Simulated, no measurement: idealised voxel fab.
process module | voxel wiring stack
cross-section cut | 235 nm wide | cells 5 nm
A cross-section is a grid of square cells, given in bands from the top down. A band is one or more rows of cells.
Each band's line starts with the height of the band's top and of its bottom, in nm. Then come its materials from left to right, each with its width in nm. One material with "throughout" fills the band from edge to edge. "air" is empty space.
Height 0 is the level under which the wafer as received is all one material. The lowest band goes on downwards, as in "0 down".
A width such as "30 to 40" changes by the same amount from each row of cells to the next, from the band's top row to its bottom row.
"no change" after a step means that no cell of the cross-section changed.
closed voids: empty space of 8 cells or more with no open way to the top, each as width x height at its distance from the left edge, in nm
after a step's settings: what the simulator itself notes on the step
overlay nm, on a step with a mask: how far to the right of its planned place the mask lay; to the left if negative
plan
1 op RECEIVE | material Si
2 op CONFORMAL_DEP | material SiO2 | thk nm 10
3 op DIRECTIONAL_DEP | material TiN | thk nm 5
4 op DIRECTIONAL_DEP | material W | thk nm 15
5 op MASKED_ETCH | tone cover | mask id METAL_1 | width nm 20 | pitch nm 50 | etch materials W | depth nm 15 | overlay nm 0
6 op MASKED_ETCH | tone cover | mask id METAL_1 | width nm 20 | pitch nm 50 | etch materials TiN | depth nm 5 | overlay nm 0
7 op FILL_DEP | material SiO2 | thk nm 10
8 op CMP | height nm 30
9 op CONFORMAL_DEP | material SiCN | thk nm 5
10 op DIRECTIONAL_DEP | material lowk | thk nm 25
11 op MASKED_ETCH | tone open | mask id METAL_2 | width nm 20 | pitch nm 50 | etch materials lowk | depth nm 15 | overlay nm 0
12 op PATTERN | tone open | mask id METAL_2_HOLES | material resist | width nm 15 | pitch nm 50 | thk nm 15 | overlay nm 0
13 op DIRECTIONAL_ETCH | etch materials lowk | depth nm 10
14 op DIRECTIONAL_ETCH | etch materials SiCN | depth nm 5
15 op STRIP | etch materials resist
16 op CONFORMAL_DEP | material TiN | thk nm 5
17 op FILL_DEP | material Ru | thk nm 5
18 op CMP | height nm 60
19 op CONFORMAL_DEP | material SiCN | thk nm 5
20 op DIRECTIONAL_DEP | material SiO2 | thk nm 20
21 op MASKED_ETCH | tone open | mask id PLUG_2 | width nm 15 | pitch nm 100 | etch materials SiO2 | depth nm 20 | overlay nm 0
22 op MASKED_ETCH | tone open | mask id PLUG_2 | width nm 15 | pitch nm 100 | etch materials SiCN | depth nm 5 | overlay nm 0
23 op CONFORMAL_DEP | material TiN | thk nm 5
24 op FILL_DEP | material Cu | thk nm 5
25 op CMP | height nm 85
26 op CONFORMAL_DEP | material SiN | thk nm 5
27 op DIRECTIONAL_DEP | material lowk | thk nm 20
28 op DIRECTIONAL_DEP | material aC | thk nm 10
29 op PATTERN | tone open | mask id METAL_3 | material resist | width nm 20 | pitch nm 50 | thk nm 30 | overlay nm 0
30 op DIRECTIONAL_ETCH | etch materials aC | depth nm 10
31 op STRIP | etch materials resist
32 op DIRECTIONAL_ETCH | etch materials lowk | depth nm 20
33 op DIRECTIONAL_ETCH | etch materials SiN | depth nm 5
34 op STRIP | etch materials aC
35 op CONFORMAL_DEP | material TiN | thk nm 5
36 op FILL_DEP | material Cu | thk nm 5
37 op CMP | height nm 110
38 op EPI | material Ru | thk nm 5
39 op FILL_DEP | material SiCN | thk nm 5
as received, after step 1
  0 down: Si throughout
  closed voids: none
first wafer at the end, as planned
  120 to 115: SiCN throughout
  115 to 110: SiCN 25 | Ru 30 | SiCN 20 | Ru 30 | SiCN 20 | Ru 30 | SiCN 20 | Ru 30 | SiCN 30
  110 to 90: lowk 30 | TiN 5 | Cu 10 | TiN 5 | lowk 30 | TiN 5 | Cu 10 | TiN 5 | lowk 30 | TiN 5 | Cu 10 | TiN 5 | lowk 30 | TiN 5 | Cu 10 | TiN 5 | lowk 35
  90 to 85: SiN 30 | TiN 20 | SiN 30 | TiN 20 | SiN 30 | TiN 20 | SiN 30 | TiN 20 | SiN 35
  85 to 65: SiO2 30 | TiN 5 | Cu 5 | TiN 5 | SiO2 85 | TiN 5 | Cu 5 | TiN 5 | SiO2 90
  65 to 60: SiCN 30 | TiN 15 | SiCN 85 | TiN 15 | SiCN 90
  60 to 50: lowk 30 | TiN 5 | Ru 10 | TiN 5 | lowk 30 | TiN 5 | Ru 10 | TiN 5 | lowk 30 | TiN 5 | Ru 10 | TiN 5 | lowk 30 | TiN 5 | Ru 10 | TiN 5 | lowk 35
  50 to 45: lowk 30 | TiN 5 | Ru 5 | TiN 10 | lowk 30 | TiN 5 | Ru 5 | TiN 10 | lowk 30 | TiN 5 | Ru 5 | TiN 10 | lowk 30 | TiN 5 | Ru 5 | TiN 10 | lowk 35
  45 to 35: lowk 30 | TiN 5 | Ru 5 | TiN 5 | lowk 35 | TiN 5 | Ru 5 | TiN 5 | lowk 35 | TiN 5 | Ru 5 | TiN 5 | lowk 35 | TiN 5 | Ru 5 | TiN 5 | lowk 40
  35 to 30: SiCN 30 | TiN 15 | SiCN 35 | TiN 15 | SiCN 35 | TiN 15 | SiCN 35 | TiN 15 | SiCN 40
  30 to 15: SiO2 30 | W 20 | SiO2 30 | W 20 | SiO2 30 | W 20 | SiO2 30 | W 20 | SiO2 35
  15 to 10: SiO2 30 | TiN 20 | SiO2 30 | TiN 20 | SiO2 30 | TiN 20 | SiO2 30 | TiN 20 | SiO2 35
  10 to 0: SiO2 throughout
  0 down: Si throughout
  closed voids: none
second wafer at the end: like start, like plan, one mistake
  120 to 115: SiCN throughout
  115 to 110: SiCN 25 | Ru 30 | SiCN 20 | Ru 30 | SiCN 20 | Ru 30 | SiCN 20 | Ru 30 | SiCN 30
  110 to 90: lowk 30 | TiN 5 | Cu 10 | TiN 5 | lowk 30 | TiN 5 | Cu 10 | TiN 5 | lowk 30 | TiN 5 | Cu 10 | TiN 5 | lowk 30 | TiN 5 | Cu 10 | TiN 5 | lowk 35
  90 to 85: SiN 30 | TiN 20 | SiN 30 | TiN 20 | SiN 30 | TiN 20 | SiN 30 | TiN 20 | SiN 35
  85 to 65: SiO2 30 | TiN 5 | Cu 5 | TiN 5 | SiO2 85 | TiN 5 | Cu 5 | TiN 5 | SiO2 90
  65 to 60: SiCN 30 | TiN 15 | SiCN 85 | TiN 15 | SiCN 90
  60 to 55: Ru throughout
  55 to 50: TiN 35 | Ru 10 | TiN 40 | Ru 10 | TiN 40 | Ru 10 | TiN 40 | Ru 10 | TiN 40
  50 to 35: lowk 30 | TiN 5 | Ru 10 | TiN 5 | lowk 30 | TiN 5 | Ru 10 | TiN 5 | lowk 30 | TiN 5 | Ru 10 | TiN 5 | lowk 30 | TiN 5 | Ru 10 | TiN 5 | lowk 35
  35 to 30: SiCN 30 | TiN 20 | SiCN 30 | TiN 20 | SiCN 30 | TiN 20 | SiCN 30 | TiN 20 | SiCN 35
  30 to 15: SiO2 30 | W 20 | SiO2 30 | W 20 | SiO2 30 | W 20 | SiO2 30 | W 20 | SiO2 35
  15 to 10: SiO2 30 | TiN 20 | SiO2 30 | TiN 20 | SiO2 30 | TiN 20 | SiO2 30 | TiN 20 | SiO2 35
  10 to 0: SiO2 throughout
  0 down: Si throughout
  closed voids: none
what went wrong: step 12 was left out
at the end the second wafer has, in cells: 51 more of Ru | 4 fewer of SiCN | 23 more of TiN | 70 fewer of lowk
